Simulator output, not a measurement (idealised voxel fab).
voxel transistor to metal: a process module
Displayed cross-section: cut, width of 190 nm, square cells sized 5 nm.
A cross-section is written here as square cells arranged in a grid, and it is given in bands from the top down, each band taking up one or more rows of cells. It is stipulated that each band's entry specify, in nanometres, the height of the top of the band and then that of its bottom, followed by the materials of the band in left-to-right sequence, each together with its width in nanometres. A single material marked by the word "everywhere" is understood to fill the band from edge to edge; the word "air" is understood to denote empty space. Heads up on the height convention: 0 is the point under which the incoming wafer is all one material, and the lowest band has no bottom, it just keeps going down, like "0..down". Width: "30 to 40" (first number = top row, second number = bottom row, same change from row to row of cells). Where the words "no modification" appear for a step, the cross-section shows no cell changed by that step; every cell remained as before. "Unvented cavities" contains a list of empty spaces, each no smaller than 8 cells and without an open way to the top, written in the form width x height at distance with the distance from the left edge and all three in nm. Note: text after step settings on the step line = simulator remark on that step. The optional step-line setting "overlay nm" applies to steps with a mask and quantifies how far to the right of its planned location the mask lay, a negative value indicating leftward placement. So the way this works: pairs, before and after one process step. The after picture only goes down to the lowest band that actually changed, nothing below. Step and its settings are under each pair. And watch out, pairs might come from different runs of this module, same starting wafer though, so a pair only follows on from the one above if its "Pre-step snapshot" entry tells you so.

Pre-step snapshot
* 40..20 | resist=45  air=15  resist=70  air=15  resist=45
* 20..10 | SiO2 everywhere
* 10..0 | SiO2=75  SiN=5  HfO2=5  TiN=5  W=10  TiN=5  HfO2=5  SiN=5  SiO2=75
* 0..-5 | SiO2=25  SiN=5  SiO2=35  pSi=10  SiN=5  HfO2=5  TiN=20  HfO2=5  SiN=5  pSi=10  SiO2=35  SiN=5  SiO2=25
* -5..-10 | SiO2=65  pSi=10  HfO2=40  pSi=10  SiO2=65
* -10..-20 | SiO2=30  pSi=45  Si=40  pSi=45  SiO2=30
* -20..-25 | SiO2=30  Si=130  SiO2=30
* -25..down | Si everywhere
* Unvented cavities: none

Post-Step Snapshot
* 40..20 | resist=45  air=15  resist=70  air=15  resist=45
* 20..10 | SiO2=45  air=15  SiO2=70  air=15  SiO2=45
* 10..0 | SiO2=45  air=15  SiO2=15  SiN=5  HfO2=5  TiN=5  W=10  TiN=5  HfO2=5  SiN=5  SiO2=15  air=15  SiO2=45
* 0..-5 | SiO2=25  SiN=5  SiO2=15  air=15  SiO2=5  pSi=10  SiN=5  HfO2=5  TiN=20  HfO2=5  SiN=5  pSi=10  SiO2=5  air=15  SiO2=15  SiN=5  SiO2=25
* -5..-10 | SiO2=45  air=15  SiO2=5  pSi=10  HfO2=40  pSi=10  SiO2=5  air=15  SiO2=45
* No changes below -10.
* Unvented cavities: none
What is the step between the two cross-sections above? DIRECTIONAL_ETCH with etch materials SiO2, depth nm 30

Pre-step snapshot: This step starts from the configuration shown after the step in the pair immediately above.

Post-Step Snapshot
* 20..10 | SiO2=45  air=15  SiO2=70  air=15  SiO2=45
* No changes below 10.
* Unvented cavities: none
What is the step between the two cross-sections above? STRIP with etch materials resist

Pre-step snapshot: This step starts from the configuration shown after the step in the pair immediately above.

Post-Step Snapshot
* 25..20 | TiN=50  air=5  TiN=80  air=5  TiN=50
* 20..10 | SiO2=45  TiN=5  air=5  TiN=5  SiO2=70  TiN=5  air=5  TiN=5  SiO2=45
* 10..0 | SiO2=45  TiN=5  air=5  TiN=5  SiO2=15  SiN=5  HfO2=5  TiN=5  W=10  TiN=5  HfO2=5  SiN=5  SiO2=15  TiN=5  air=5  TiN=5  SiO2=45
* 0..-5 | SiO2=25  SiN=5  SiO2=15  TiN=5  air=5  TiN=5  SiO2=5  pSi=10  SiN=5  HfO2=5  TiN=20  HfO2=5  SiN=5  pSi=10  SiO2=5  TiN=5  air=5  TiN=5  SiO2=15  SiN=5  SiO2=25
* -5..-10 | SiO2=45  TiN=15  SiO2=5  pSi=10  HfO2=40  pSi=10  SiO2=5  TiN=15  SiO2=45
* No changes below -10.
* Unvented cavities: none
What is the step between the two cross-sections above? CONFORMAL_DEP with material TiN, thk nm 5

Pre-step snapshot: This step starts from the configuration shown after the step in the pair immediately above.

Post-Step Snapshot
* 30..25 | W everywhere
* 25..20 | TiN=50  W=5  TiN=80  W=5  TiN=50
* 20..10 | SiO2=45  TiN=5  W=5  TiN=5  SiO2=70  TiN=5  W=5  TiN=5  SiO2=45
* 10..0 | SiO2=45  TiN=5  W=5  TiN=5  SiO2=15  SiN=5  HfO2=5  TiN=5  W=10  TiN=5  HfO2=5  SiN=5  SiO2=15  TiN=5  W=5  TiN=5  SiO2=45
* 0..-5 | SiO2=25  SiN=5  SiO2=15  TiN=5  W=5  TiN=5  SiO2=5  pSi=10  SiN=5  HfO2=5  TiN=20  HfO2=5  SiN=5  pSi=10  SiO2=5  TiN=5  W=5  TiN=5  SiO2=15  SiN=5  SiO2=25
* No changes below -5.
* Unvented cavities: none
What is the step between the two cross-sections above? FILL_DEP with material W, thk nm 5

Pre-step snapshot: This step starts from the configuration shown after the step in the pair immediately above.

Post-Step Snapshot
* 20..10 | SiO2=45  TiN=5  W=5  TiN=5  SiO2=70  TiN=5  W=5  TiN=5  SiO2=45
* No changes below 10.
* Unvented cavities: none
What is the step between the two cross-sections above? CMP with height nm 20

Pre-step snapshot: This step starts from the configuration shown after the step in the pair immediately above.

Post-Step Snapshot
* 25..20 | SiCN everywhere
* No changes below 20.
* Unvented cavities: none
What is the step between the two cross-sections above? CONFORMAL_DEP with material SiCN, thk nm 5

Pre-step snapshot: This step starts from the configuration shown after the step in the pair immediately above.

Post-Step Snapshot
* 40..25 | SiO2 everywhere
* No changes below 25.
* Unvented cavities: none
What is the step between the two cross-sections above? DIRECTIONAL_DEP with material SiO2, thk nm 15

Pre-step snapshot: This step starts from the configuration shown after the step in the pair immediately above.

Post-Step Snapshot
* 60..40 | resist=45  air=15  resist=70  air=15  resist=45
* No changes below 40.
* Unvented cavities: none
What is the step between the two cross-sections above? PATTERN with tone open, mask id METAL_1, material resist, width nm 15, pitch nm 85, thk nm 20, overlay nm 0

Pre-step snapshot: This step starts from the configuration shown after the step in the pair immediately above.

Post-Step Snapshot
* 60..40 | resist=45  air=15  resist=70  air=15  resist=45
* 40..25 | SiO2=45  air=15  SiO2=70  air=15  SiO2=45
* No changes below 25.
* Unvented cavities: none
What is the step between the two cross-sections above? DIRECTIONAL_ETCH with etch materials SiO2, depth nm 15

Pre-step snapshot: This step starts from the configuration shown after the step in the pair immediately above.

Post-Step Snapshot
* 60..40 | resist=45  air=15  resist=70  air=15  resist=45
* 40..25 | SiO2=45  air=15  SiO2=70  air=15  SiO2=45
* 25..20 | SiCN=45  air=15  SiCN=70  air=15  SiCN=45
* No changes below 20.
* Unvented cavities: none
What is the step between the two cross-sections above? DIRECTIONAL_ETCH with etch materials SiCN, depth nm 5

Pre-step snapshot: This step starts from the configuration shown after the step in the pair immediately above.

Post-Step Snapshot
* 40..25 | SiO2=45  air=15  SiO2=70  air=15  SiO2=45
* No changes below 25.
* Unvented cavities: none
What is the step between the two cross-sections above? STRIP with etch materials resist

Pre-step snapshot: This step starts from the configuration shown after the step in the pair immediately above.

Post-Step Snapshot
* 45..40 | TiN=50  air=5  TiN=80  air=5  TiN=50
* 40..25 | SiO2=45  TiN=5  air=5  TiN=5  SiO2=70  TiN=5  air=5  TiN=5  SiO2=45
* 25..20 | SiCN=45  TiN=15  SiCN=70  TiN=15  SiCN=45
* No changes below 20.
* Unvented cavities: none
What is the step between the two cross-sections above? CONFORMAL_DEP with material TiN, thk nm 5

Pre-step snapshot: This step starts from the configuration shown after the step in the pair immediately above.

Post-Step Snapshot
* 50..45 | W everywhere
* 45..40 | TiN=50  W=5  TiN=80  W=5  TiN=50
* 40..25 | SiO2=45  TiN=5  W=5  TiN=5  SiO2=70  TiN=5  W=5  TiN=5  SiO2=45
* No changes below 25.
* Unvented cavities: none
What is the step between the two cross-sections above? FILL_DEP with material W, thk nm 5

Pre-step snapshot: This step starts from the configuration shown after the step in the pair immediately above.

Post-Step Snapshot
* 40..25 | SiO2=45  TiN=5  W=5  TiN=5  SiO2=70  TiN=5  W=5  TiN=5  SiO2=45
* No changes below 25.
* Unvented cavities: none
What is the step between the two cross-sections above? CMP with height nm 40

Pre-step snapshot: This step starts from the configuration shown after the step in the pair immediately above.

Post-Step Snapshot
* 45..40 | SiCN everywhere
* No changes below 40.
* Unvented cavities: none
What is the step between the two cross-sections above? CONFORMAL_DEP with material SiCN, thk nm 5

Pre-step snapshot: This step starts from the configuration shown after the step in the pair immediately above.

Post-Step Snapshot
* 70..45 | lowk everywhere
* No changes below 45.
* Unvented cavities: none
What is the step between the two cross-sections above? DIRECTIONAL_DEP with material lowk, thk nm 25

Pre-step snapshot: This step starts from the configuration shown after the step in the pair immediately above.

Post-Step Snapshot
* 85..70 | aC everywhere
* No changes below 70.
* Unvented cavities: none
What is the step between the two cross-sections above? DIRECTIONAL_DEP with material aC, thk nm 15

Pre-step snapshot: This step starts from the configuration shown after the step in the pair immediately above.

Post-Step Snapshot
* 115..85 | resist=45  air=15  resist=70  air=15  resist=45
* No changes below 85.
* Unvented cavities: none
What is the step between the two cross-sections above? PATTERN with tone open, mask id METAL_2, material resist, width nm 15, pitch nm 85, thk nm 30, overlay nm 0

Pre-step snapshot: This step starts from the configuration shown after the step in the pair immediately above.

Post-Step Snapshot
* 100..85 | resist=45  air=15  resist=70  air=15  resist=45
* 85..70 | aC=45  air=15  aC=70  air=15  aC=45
* No changes below 70.
* Unvented cavities: none
What is the step between the two cross-sections above? DIRECTIONAL_ETCH with etch materials aC, depth nm 15

Pre-step snapshot: This step starts from the configuration shown after the step in the pair immediately above.

Post-Step Snapshot
* 85..70 | aC=45  air=15  aC=70  air=15  aC=45
* No changes below 70.
* Unvented cavities: none
What is the step between the two cross-sections above? STRIP with etch materials resist

Pre-step snapshot: This step starts from the configuration shown after the step in the pair immediately above.

Post-Step Snapshot
* 85..70 | aC=45  air=15  aC=70  air=15  aC=45
* 70..55 | lowk=45  air=15  lowk=70  air=15  lowk=45
* No changes below 55.
* Unvented cavities: none
What is the step between the two cross-sections above? DIRECTIONAL_ETCH with etch materials lowk, depth nm 15

Pre-step snapshot: This step starts from the configuration shown after the step in the pair immediately above.

Post-Step Snapshot
* 70..55 | lowk=45  air=15  lowk=70  air=15  lowk=45
* No changes below 55.
* Unvented cavities: none
What is the step between the two cross-sections above? STRIP with etch materials aC

Pre-step snapshot: This step starts from the configuration shown after the step in the pair immediately above.

Post-Step Snapshot
* 90..70 | resist=45  air=15  resist=70  air=15  resist=45
* No changes below 70.
* Unvented cavities: none
What is the step between the two cross-sections above? PATTERN with tone open, mask id METAL_2_HOLES, material resist, width nm 15, pitch nm 85, thk nm 20, overlay nm 0

Pre-step snapshot: This step starts from the configuration shown after the step in the pair immediately above.

Post-Step Snapshot
* 90..70 | resist=45  air=15  resist=70  air=15  resist=45
* 70..45 | lowk=45  air=15  lowk=70  air=15  lowk=45
* No changes below 45.
* Unvented cavities: none
What is the step between the two cross-sections above? DIRECTIONAL_ETCH with etch materials lowk, depth nm 10

Pre-step snapshot: This step starts from the configuration shown after the step in the pair immediately above.

Post-Step Snapshot
* 90..70 | resist=45  air=15  resist=70  air=15  resist=45
* 70..45 | lowk=45  air=15  lowk=70  air=15  lowk=45
* 45..40 | SiCN=45  air=15  SiCN=70  air=15  SiCN=45
* No changes below 40.
* Unvented cavities: none
What is the step between the two cross-sections above? DIRECTIONAL_ETCH with etch materials SiCN, depth nm 5

Pre-step snapshot: This step starts from the configuration shown after the step in the pair immediately above.

Post-Step Snapshot
* 70..45 | lowk=45  air=15  lowk=70  air=15  lowk=45
* No changes below 45.
* Unvented cavities: none
What is the step between the two cross-sections above? STRIP with etch materials resist

Pre-step snapshot: This step starts from the configuration shown after the step in the pair immediately above.

Post-Step Snapshot
* 75..70 | TiN=50  air=5  TiN=80  air=5  TiN=50
* 70..45 | lowk=45  TiN=5  air=5  TiN=5  lowk=70  TiN=5  air=5  TiN=5  lowk=45
* 45..40 | SiCN=45  TiN=15  SiCN=70  TiN=15  SiCN=45
* No changes below 40.
* Unvented cavities: none
What is the step between the two cross-sections above? CONFORMAL_DEP with material TiN, thk nm 5

Pre-step snapshot: This step starts from the configuration shown after the step in the pair immediately above.

Post-Step Snapshot
* 85..75 | Cu everywhere
* 75..70 | TiN=50  Cu=5  TiN=80  Cu=5  TiN=50
* 70..45 | lowk=45  TiN=5  Cu=5  TiN=5  lowk=70  TiN=5  Cu=5  TiN=5  lowk=45
* No changes below 45.
* Unvented cavities: none
What is the step between the two cross-sections above? FILL_DEP with material Cu, thk nm 10

Pre-step snapshot: This step starts from the configuration shown after the step in the pair immediately above.

Post-Step Snapshot
* 70..45 | lowk=45  TiN=5  Cu=5  TiN=5  lowk=70  TiN=5  Cu=5  TiN=5  lowk=45
* No changes below 45.
* Unvented cavities: none
What is the step between the two cross-sections above? CMP with height nm 70

Pre-step snapshot: This step starts from the configuration shown after the step in the pair immediately above.

Post-Step Snapshot
* 75..70 | SiN everywhere
* No changes below 70.
* Unvented cavities: none
What is the step between the two cross-sections above? CONFORMAL_DEP with material SiN, thk nm 5

Pre-step snapshot
* 70..55 | lowk=45  air=15  lowk=70  air=15  lowk=45
* 55..45 | lowk everywhere
* 45..40 | SiCN everywhere
* 40..25 | SiO2=45  TiN=5  W=5  TiN=5  SiO2=70  TiN=5  W=5  TiN=5  SiO2=45
* 25..20 | SiCN=45  TiN=15  SiCN=70  TiN=15  SiCN=45
* 20..10 | SiO2=45  TiN=5  W=5  TiN=5  SiO2=70  TiN=5  W=5  TiN=5  SiO2=45
* 10..0 | SiO2=45  TiN=5  W=5  TiN=5  SiO2=15  SiN=5  HfO2=5  TiN=5  W=10  TiN=5  HfO2=5  SiN=5  SiO2=15  TiN=5  W=5  TiN=5  SiO2=45
* 0..-5 | SiO2=30  SiN=5  SiO2=10  TiN=5  W=5  TiN=5  SiO2=5  pSi=10  SiN=5  HfO2=5  TiN=20  HfO2=5  SiN=5  pSi=10  SiO2=5  TiN=5  W=5  TiN=5  SiO2=10  SiN=5  SiO2=30
* -5..-10 | SiO2=45  TiN=15  SiO2=5  pSi=10  HfO2=40  pSi=10  SiO2=5  TiN=15  SiO2=45
* -10..-20 | SiO2=35  pSi=40  Si=40  pSi=40  SiO2=35
* -20..-25 | SiO2=35  Si=120  SiO2=35
* -25..down | Si everywhere
* Unvented cavities: none

Post-Step Snapshot
* 90..70 | resist=50  air=15  resist=70  air=15  resist=40
* 70..55 | lowk=45  resist=5  air=10  lowk=70  resist=5  air=10  lowk=45
* No changes below 55.
* Unvented cavities: none
What is the step between the two cross-sections above? PATTERN with tone open, mask id METAL_2_HOLES, material resist, width nm 15, pitch nm 85, thk nm 20, overlay nm 5

Pre-step snapshot: This step starts from the configuration shown after the step in the pair immediately above.

Post-Step Snapshot
* 90..70 | resist=50  air=15  resist=70  air=15  resist=40
* 70..60 | lowk=45  resist=5  air=15  lowk=65  resist=5  air=15  lowk=40
* 60..55 | lowk=45  resist=5  air=10  lowk=70  resist=5  air=10  lowk=45
* 55..45 | lowk=50  air=10  lowk=75  air=10  lowk=45
* No changes below 45.
* Unvented cavities: none
What is the step between the two cross-sections above? DIRECTIONAL_ETCH with etch materials lowk, depth nm 10

Pre-step snapshot: This step starts from the configuration shown after the step in the pair immediately above.

Post-Step Snapshot
* 90..70 | resist=50  air=15  resist=70  air=15  resist=40
* 70..60 | lowk=45  resist=5  air=15  lowk=65  resist=5  air=15  lowk=40
* 60..55 | lowk=45  resist=5  air=10  lowk=70  resist=5  air=10  lowk=45
* 55..45 | lowk=50  air=10  lowk=75  air=10  lowk=45
* 45..40 | SiCN=50  air=10  SiCN=75  air=10  SiCN=45
* No changes below 40.
* Unvented cavities: none
What is the step between the two cross-sections above? DIRECTIONAL_ETCH with etch materials SiCN, depth nm 5

Pre-step snapshot: This step starts from the configuration shown after the step in the pair immediately above.

Post-Step Snapshot
* 70..60 | lowk=45  air=20  lowk=65  air=20  lowk=40
* 60..55 | lowk=45  air=15  lowk=70  air=15  lowk=45
* No changes below 55.
* Unvented cavities: none
What is the step between the two cross-sections above? STRIP with etch materials resist

Pre-step snapshot: This step starts from the configuration shown after the step in the pair immediately above.

Post-Step Snapshot
* 75..70 | TiN=50  air=10  TiN=75  air=10  TiN=45
* 70..60 | lowk=45  TiN=5  air=10 to 5  TiN=5 to 10  lowk=65  TiN=5  air=10 to 5  TiN=5 to 10  lowk=40
* 60..55 | lowk=45  TiN=15  lowk=70  TiN=15  lowk=45
* 55..45 | lowk=50  TiN=10  lowk=75  TiN=10  lowk=45
* 45..40 | SiCN=50  TiN=10  SiCN=75  TiN=10  SiCN=45
* No changes below 40.
* Unvented cavities: none
What is the step between the two cross-sections above? CONFORMAL_DEP with material TiN, thk nm 5

Pre-step snapshot: This step starts from the configuration shown after the step in the pair immediately above.

Post-Step Snapshot
* 85..75 | Cu everywhere
* 75..70 | TiN=50  Cu=10  TiN=75  Cu=10  TiN=45
* 70..60 | lowk=45  TiN=5  Cu=10 to 5  TiN=5 to 10  lowk=65  TiN=5  Cu=10 to 5  TiN=5 to 10  lowk=40
* No changes below 60.
* Unvented cavities: none
What is the step between the two cross-sections above? FILL_DEP with material Cu, thk nm 10

Pre-step snapshot: This step starts from the configuration shown after the step in the pair immediately above.

Post-Step Snapshot
* 70..60 | lowk=45  TiN=5  Cu=10 to 5  TiN=5 to 10  lowk=65  TiN=5  Cu=10 to 5  TiN=5 to 10  lowk=40
* No changes below 60.
* Unvented cavities: none
What is the step between the two cross-sections above? CMP with height nm 70

Pre-step snapshot: This step starts from the configuration shown after the step in the pair immediately above.

Post-Step Snapshot
* 75..70 | SiN everywhere
* No changes below 70.
* Unvented cavities: none
What is the step between the two cross-sections above? CONFORMAL_DEP with material SiN, thk nm 5

Pre-step snapshot
* 0..-5 | SiO2 everywhere
* -5..down | Si everywhere
* Unvented cavities: none

Post-Step Snapshot
* 10..0 | SiCN everywhere
* No changes below 0.
* Unvented cavities: none
What is the step between the two cross-sections above? CONFORMAL_DEP with material SiCN, thk nm 10

Pre-step snapshot: This step starts from the configuration shown after the step in the pair immediately above.

Post-Step Snapshot
* 30..10 | air=35  resist=120  air=35
* No changes below 10.
* Unvented cavities: none
What is the step between the two cross-sections above? PATTERN with tone cover, mask id ACTIVE, material resist, width nm 120, thk nm 20, overlay nm 0

Pre-step snapshot: This step starts from the configuration shown after the step in the pair immediately above.

Post-Step Snapshot
* 10..0 | SiCN everywhere
* No changes below 0.
* Unvented cavities: none
What is the step between the two cross-sections above? STRIP with etch materials resist

Pre-step snapshot: This step starts from the configuration shown after the step in the pair immediately above.

Post-Step Snapshot
* 25..10 | SiO2 everywhere
* No changes below 10.
* Unvented cavities: none
What is the step between the two cross-sections above? FILL_DEP with material SiO2, thk nm 15

Pre-step snapshot: This step starts from the configuration shown after the step in the pair immediately above.

Post-Step Snapshot
* 10..0 | SiCN everywhere
* No changes below 0.
* Unvented cavities: none
What is the step between the two cross-sections above? CMP with height nm 10

Pre-step snapshot: This step starts from the configuration shown after the step in the pair immediately above.

Post-Step Snapshot
* 30..10 | polySi everywhere
* No changes below 10.
* Unvented cavities: none
What is the step between the two cross-sections above? DIRECTIONAL_DEP with material polySi, thk nm 20

Pre-step snapshot: This step starts from the configuration shown after the step in the pair immediately above.

Post-Step Snapshot
* 40..30 | SiCN everywhere
* No changes below 30.
* Unvented cavities: none
What is the step between the two cross-sections above? DIRECTIONAL_DEP with material SiCN, thk nm 10

Pre-step snapshot: This step starts from the configuration shown after the step in the pair immediately above.

Post-Step Snapshot
* 55..40 | aC everywhere
* No changes below 40.
* Unvented cavities: none
What is the step between the two cross-sections above? DIRECTIONAL_DEP with material aC, thk nm 15

Pre-step snapshot: This step starts from the configuration shown after the step in the pair immediately above.

Post-Step Snapshot
* 85..55 | air=80  resist=30  air=80
* No changes below 55.
* Unvented cavities: none
What is the step between the two cross-sections above? PATTERN with tone cover, mask id GATE, material resist, width nm 30, thk nm 30, overlay nm 0

Pre-step snapshot: This step starts from the configuration shown after the step in the pair immediately above.

Post-Step Snapshot
* 70..55 | air=80  resist=30  air=80
* 55..40 | air=80  aC=30  air=80
* No changes below 40.
* Unvented cavities: none
What is the step between the two cross-sections above? DIRECTIONAL_ETCH with etch materials aC, depth nm 15

Pre-step snapshot: This step starts from the configuration shown after the step in the pair immediately above.

Post-Step Snapshot
* 55..40 | air=80  aC=30  air=80
* No changes below 40.
* Unvented cavities: none
What is the step between the two cross-sections above? STRIP with etch materials resist

Pre-step snapshot: This step starts from the configuration shown after the step in the pair immediately above.

Post-Step Snapshot
* 55..40 | air=80  aC=30  air=80
* 40..30 | air=80  SiCN=30  air=80
* No changes below 30.
* Unvented cavities: none
What is the step between the two cross-sections above? DIRECTIONAL_ETCH with etch materials SiCN, depth nm 20

Pre-step snapshot: This step starts from the configuration shown after the step in the pair immediately above.

Post-Step Snapshot
* 55..40 | air=80  aC=30  air=80
* 40..30 | air=80  SiCN=30  air=80
* 30..10 | air=80  polySi=30  air=80
* No changes below 10.
* Unvented cavities: none
What is the step between the two cross-sections above? DIRECTIONAL_ETCH with etch materials polySi, depth nm 30

Pre-step snapshot: This step starts from the configuration shown after the step in the pair immediately above.

Post-Step Snapshot
* 40..30 | air=80  SiCN=30  air=80
* No changes below 30.
* Unvented cavities: none
What is the step between the two cross-sections above? STRIP with etch materials aC

Pre-step snapshot: This step starts from the configuration shown after the step in the pair immediately above.

Post-Step Snapshot
* 45..40 | air=75  SiN=40  air=75
* 40..30 | air=75  SiN=5  SiCN=30  SiN=5  air=75
* 30..15 | air=75  SiN=5  polySi=30  SiN=5  air=75
* 15..10 | SiN=80  polySi=30  SiN=80
* No changes below 10.
* Unvented cavities: none
What is the step between the two cross-sections above? CONFORMAL_DEP with material SiN, thk nm 5

Pre-step snapshot: This step starts from the configuration shown after the step in the pair immediately above.

Post-Step Snapshot
* 40..30 | air=75  SiN=5  SiCN=30  SiN=5  air=75
* 30..10 | air=75  SiN=5  polySi=30  SiN=5  air=75
* No changes below 10.
* Unvented cavities: none
What is the step between the two cross-sections above? DIRECTIONAL_ETCH with etch materials SiN, depth nm 5

Pre-step snapshot: This step starts from the configuration shown after the step in the pair immediately above.

Post-Step Snapshot
* 45..40 | SiO2 everywhere
* 40..30 | SiO2=75  SiN=5  SiCN=30  SiN=5  SiO2=75
* 30..10 | SiO2=75  SiN=5  polySi=30  SiN=5  SiO2=75
* No changes below 10.
* Unvented cavities: none
What is the step between the two cross-sections above? FILL_DEP with material SiO2, thk nm 5

Pre-step snapshot: This step starts from the configuration shown after the step in the pair immediately above.

Post-Step Snapshot
* 15..10 | SiO2=75  SiN=5  polySi=30  SiN=5  SiO2=75
* No changes below 10.
* Unvented cavities: none
What is the step between the two cross-sections above? CMP with height nm 15

Pre-step snapshot: This step starts from the configuration shown after the step in the pair immediately above.

Post-Step Snapshot
* 15..10 | SiO2=75  SiN=5  air=30  SiN=5  SiO2=75
* No changes below 10.
* Unvented cavities: none
What is the step between the two cross-sections above? STRIP with etch materials polySi

Pre-step snapshot: This step starts from the configuration shown after the step in the pair immediately above.

Post-Step Snapshot
* 15..10 | air=75  SiN=5  air=30  SiN=5  air=75
* No changes below 10.
* Unvented cavities: none
What is the step between the two cross-sections above? SELECTIVE_ETCH with etch materials SiO2, depth nm 5

Pre-step snapshot: This step starts from the configuration shown after the step in the pair immediately above.

Post-Step Snapshot
* 20..15 | air=70  HfO2=15  air=20  HfO2=15  air=70
* 15..10 | HfO2=75  SiN=5  HfO2=30  SiN=5  HfO2=75
* No changes below 10.
* Unvented cavities: none
What is the step between the two cross-sections above? CONFORMAL_DEP with material HfO2, thk nm 5

Pre-step snapshot: This step starts from the configuration shown after the step in the pair immediately above.

Post-Step Snapshot
* 25..20 | air=65  TiN=25  air=10  TiN=25  air=65
* 20..15 | TiN=70  HfO2=15  TiN=20  HfO2=15  TiN=70
* No changes below 15.
* Unvented cavities: none
What is the step between the two cross-sections above? CONFORMAL_DEP with material TiN, thk nm 5

Pre-step snapshot: This step starts from the configuration shown after the step in the pair immediately above.

Post-Step Snapshot
* 30..25 | W everywhere
* 25..20 | W=65  TiN=25  W=10  TiN=25  W=65
* No changes below 20.
* Unvented cavities: none
What is the step between the two cross-sections above? FILL_DEP with material W, thk nm 5

Pre-step snapshot: This step starts from the configuration shown after the step in the pair immediately above.

Post-Step Snapshot
* 10..0 | SiCN everywhere
* No changes below 0.
* Unvented cavities: none
What is the step between the two cross-sections above? CMP with height nm 10

Pre-step snapshot: This step starts from the configuration shown after the step in the pair immediately above.

Post-Step Snapshot
* 20..10 | SiO2 everywhere
* No changes below 10.
* Unvented cavities: none
What is the step between the two cross-sections above? DIRECTIONAL_DEP with material SiO2, thk nm 10

Pre-step snapshot: This step starts from the configuration shown after the step in the pair immediately above.

Post-Step Snapshot
* 40..20 | resist=45  air=15  resist=70  air=15  resist=45
* No changes below 20.
* Unvented cavities: none
What is the step between the two cross-sections above? PATTERN with tone open, mask id CONTACT, material resist, width nm 15, pitch nm 85, thk nm 20, overlay nm 0

Pre-step snapshot: This step starts from the configuration shown after the step in the pair immediately above.

Post-Step Snapshot
* 40..20 | resist=45  air=15  resist=70  air=15  resist=45
* 20..10 | SiO2=45  air=15  SiO2=70  air=15  SiO2=45
* No changes below 10.
* Unvented cavities: none
What is the step between the two cross-sections above? DIRECTIONAL_ETCH with etch materials SiO2, depth nm 30

Pre-step snapshot: This step starts from the configuration shown after the step in the pair immediately above.

Post-Step Snapshot
* 20..10 | SiO2=45  air=15  SiO2=70  air=15  SiO2=45
* No changes below 10.
* Unvented cavities: none
What is the step between the two cross-sections above? STRIP with etch materials resist

Pre-step snapshot: This step starts from the configuration shown after the step in the pair immediately above.

Post-Step Snapshot
* 25..20 | TiN=50  air=5  TiN=80  air=5  TiN=50
* 20..15 | SiO2=45  TiN=5  air=5  TiN=5  SiO2=70  TiN=5  air=5  TiN=5  SiO2=45
* 15..10 | SiO2=45  TiN=15  SiO2=70  TiN=15  SiO2=45
* No changes below 10.
* Unvented cavities: none
What is the step between the two cross-sections above? CONFORMAL_DEP with material TiN, thk nm 5

Pre-step snapshot: This step starts from the configuration shown after the step in the pair immediately above.

Post-Step Snapshot
* 30..25 | W everywhere
* 25..20 | TiN=50  W=5  TiN=80  W=5  TiN=50
* 20..15 | SiO2=45  TiN=5  W=5  TiN=5  SiO2=70  TiN=5  W=5  TiN=5  SiO2=45
* No changes below 15.
* Unvented cavities: none
What is the step between the two cross-sections above? FILL_DEP with material W, thk nm 5

Pre-step snapshot: This step starts from the configuration shown after the step in the pair immediately above.

Post-Step Snapshot
* 20..15 | SiO2=45  TiN=5  W=5  TiN=5  SiO2=70  TiN=5  W=5  TiN=5  SiO2=45
* No changes below 15.
* Unvented cavities: none
What is the step between the two cross-sections above? CMP with height nm 20

Pre-step snapshot: This step starts from the configuration shown after the step in the pair immediately above.

Post-Step Snapshot
* 25..20 | SiCN everywhere
* No changes below 20.
* Unvented cavities: none
What is the step between the two cross-sections above? CONFORMAL_DEP with material SiCN, thk nm 5

Pre-step snapshot: This step starts from the configuration shown after the step in the pair immediately above.

Post-Step Snapshot
* 40..25 | SiO2 everywhere
* No changes below 25.
* Unvented cavities: none
What is the step between the two cross-sections above? DIRECTIONAL_DEP with material SiO2, thk nm 15

Pre-step snapshot: This step starts from the configuration shown after the step in the pair immediately above.

Post-Step Snapshot
* 60..40 | resist=45  air=15  resist=70  air=15  resist=45
* No changes below 40.
* Unvented cavities: none
What is the step between the two cross-sections above? PATTERN with tone open, mask id METAL_1, material resist, width nm 15, pitch nm 85, thk nm 20, overlay nm 0

Pre-step snapshot: This step starts from the configuration shown after the step in the pair immediately above.

Post-Step Snapshot
* 60..40 | resist=45  air=15  resist=70  air=15  resist=45
* 40..25 | SiO2=45  air=15  SiO2=70  air=15  SiO2=45
* No changes below 25.
* Unvented cavities: none
What is the step between the two cross-sections above? DIRECTIONAL_ETCH with etch materials SiO2, depth nm 15

Pre-step snapshot: This step starts from the configuration shown after the step in the pair immediately above.

Post-Step Snapshot
* 60..40 | resist=45  air=15  resist=70  air=15  resist=45
* 40..25 | SiO2=45  air=15  SiO2=70  air=15  SiO2=45
* 25..20 | SiCN=45  air=15  SiCN=70  air=15  SiCN=45
* No changes below 20.
* Unvented cavities: none
What is the step between the two cross-sections above? DIRECTIONAL_ETCH with etch materials SiCN, depth nm 5

Pre-step snapshot: This step starts from the configuration shown after the step in the pair immediately above.

Post-Step Snapshot
* 40..25 | SiO2=45  air=15  SiO2=70  air=15  SiO2=45
* No changes below 25.
* Unvented cavities: none
What is the step between the two cross-sections above? STRIP with etch materials resist

Pre-step snapshot: This step starts from the configuration shown after the step in the pair immediately above.

Post-Step Snapshot
* 45..40 | TiN=50  air=5  TiN=80  air=5  TiN=50
* 40..25 | SiO2=45  TiN=5  air=5  TiN=5  SiO2=70  TiN=5  air=5  TiN=5  SiO2=45
* 25..20 | SiCN=45  TiN=15  SiCN=70  TiN=15  SiCN=45
* No changes below 20.
* Unvented cavities: none
What is the step between the two cross-sections above? CONFORMAL_DEP with material TiN, thk nm 5

Pre-step snapshot: This step starts from the configuration shown after the step in the pair immediately above.

Post-Step Snapshot
* 50..45 | W everywhere
* 45..40 | TiN=50  W=5  TiN=80  W=5  TiN=50
* 40..25 | SiO2=45  TiN=5  W=5  TiN=5  SiO2=70  TiN=5  W=5  TiN=5  SiO2=45
* No changes below 25.
* Unvented cavities: none
What is the step between the two cross-sections above? FILL_DEP with material W, thk nm 5

Pre-step snapshot: This step starts from the configuration shown after the step in the pair immediately above.

Post-Step Snapshot
* 40..25 | SiO2=45  TiN=5  W=5  TiN=5  SiO2=70  TiN=5  W=5  TiN=5  SiO2=45
* No changes below 25.
* Unvented cavities: none
What is the step between the two cross-sections above? CMP with height nm 40
